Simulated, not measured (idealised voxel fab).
This is a process module. Its name is voxel wiring stack.
Each square cell in cross-section cut measures 5 nm, and the section as a whole is 245 nm wide.
Reading order for cross-sections: top band down to bottom band. Underlying form: a grid of square cells. Band size: one or more rows of cells. It is stipulated that each band's entry specify, in nanometres, the height of the top of the band and then that of its bottom, followed by the materials of the band in left-to-right sequence, each together with its width in nanometres. A single material marked by the word "all across" is understood to fill the band from edge to edge; the word "blank" is understood to denote empty space. Measure heights from 0. That's the level where, below it, the as-received wafer is all one material. The lowest band is bottomless and extends downward; write it as in "top 0, no bottom". So if you see something like "30->40" for the width, read it as the top row of the band sitting at the first number and the bottom row at the second, with every row in between moving by the same amount as the last. "same as before" for a step: no cell of the cross-section changed in that step. Listed in "Fully sealed voids": every empty space of 8 or more cells without an open way to the top. Form: width x height at distance, the distance being from the left edge, all in nm. Post-settings text on a step line: simulator's own remark regarding the step. Steps that use a mask can have "overlay nm" on their line. It says how far the mask sat to the right of where it was meant to be. Negative means to the left.

**Process steps - plan**
| 1 | RECEIVE [material Si] |
| 2 | CONFORMAL_DEP [material SiO2] [thk nm 10] |
| 3 | CONFORMAL_DEP [material SiCN] [thk nm 5] |
| 4 | DIRECTIONAL_DEP [material lowk] [thk nm 20] |
| 5 | PATTERN [tone open] [mask id METAL_1] [material resist] [width nm 25] [pitch nm 55] [thk nm 20] [overlay nm 0] |
| 6 | DIRECTIONAL_ETCH [etch materials lowk] [depth nm 20] |
| 7 | DIRECTIONAL_ETCH [etch materials SiCN] [depth nm 5] |
| 8 | STRIP [etch materials resist] |
| 9 | CONFORMAL_DEP [material TiN] [thk nm 5] |
| 10 | FILL_DEP [material W] [thk nm 10] |
| 11 | CMP [height nm 35] |
| 12 | CONFORMAL_DEP [material SiCN] [thk nm 5] |
| 13 | DIRECTIONAL_DEP [material lowk] [thk nm 35] |
| 14 | PATTERN [tone open] [mask id METAL_2] [material resist] [width nm 25] [pitch nm 55] [thk nm 15] [overlay nm 0] |
| 15 | DIRECTIONAL_ETCH [etch materials lowk] [depth nm 20] |
| 16 | STRIP [etch materials resist] |
| 17 | PATTERN [tone open] [mask id METAL_2_HOLES] [material resist] [width nm 15] [pitch nm 110] [thk nm 20] [overlay nm 0] |
| 18 | DIRECTIONAL_ETCH [etch materials lowk] [depth nm 15] |
| 19 | DIRECTIONAL_ETCH [etch materials SiCN] [depth nm 5] |
| 20 | STRIP [etch materials resist] |
| 21 | CONFORMAL_DEP [material TiN] [thk nm 5] |
| 22 | FILL_DEP [material Cu] [thk nm 5] |
| 23 | CMP [height nm 75] |
| 24 | CONFORMAL_DEP [material SiN] [thk nm 5] |

**Cross-section of the wafer as it came to us, i.e., already through step 1**
top 0, no bottom | Si all across
Fully sealed voids: none

**Wafer cross-section at end of module: start and plan as shown above, one execution error**
top 80, bottom 75 | SiN all across
top 75, bottom 60 | lowk (25) / TiN (5) / Cu (15) / TiN (5) / lowk (30) / TiN (5) / Cu (15) / TiN (5) / lowk (30) / TiN (5) / Cu (15) / TiN (5) / lowk (30) / TiN (5) / Cu (15) / TiN (5) / lowk (30)
top 60, bottom 55 | lowk (25) / TiN (10) / Cu (5) / TiN (10) / lowk (30) / TiN (25) / lowk (30) / TiN (10) / Cu (5) / TiN (10) / lowk (30) / TiN (25) / lowk (30)
top 55, bottom 40 | lowk (30) / TiN (5) / Cu (5) / TiN (5) / lowk (95) / TiN (5) / Cu (5) / TiN (5) / lowk (90)
top 40, bottom 35 | SiCN (30) / TiN (15) / SiCN (95) / TiN (15) / SiCN (90)
top 35, bottom 15 | lowk (25) / TiN (5) / W (15) / TiN (5) / lowk (30) / TiN (5) / W (15) / TiN (5) / lowk (30) / TiN (5) / W (15) / TiN (5) / lowk (30) / TiN (5) / W (15) / TiN (5) / lowk (30)
top 15, bottom 10 | SiCN (25) / TiN (25) / SiCN (30) / TiN (25) / SiCN (30) / TiN (25) / SiCN (30) / TiN (25) / SiCN (30)
top 10, bottom 0 | SiO2 all across
top 0, no bottom | Si all across
Fully sealed voids: none
The plan and the run diverged here: step 17 went in with a setting other than planned; the actual run was PATTERN [tone open] [mask id METAL_2_HOLES] [material resist] [width nm 15] [pitch nm 110] [thk nm 20] [overlay nm 5]
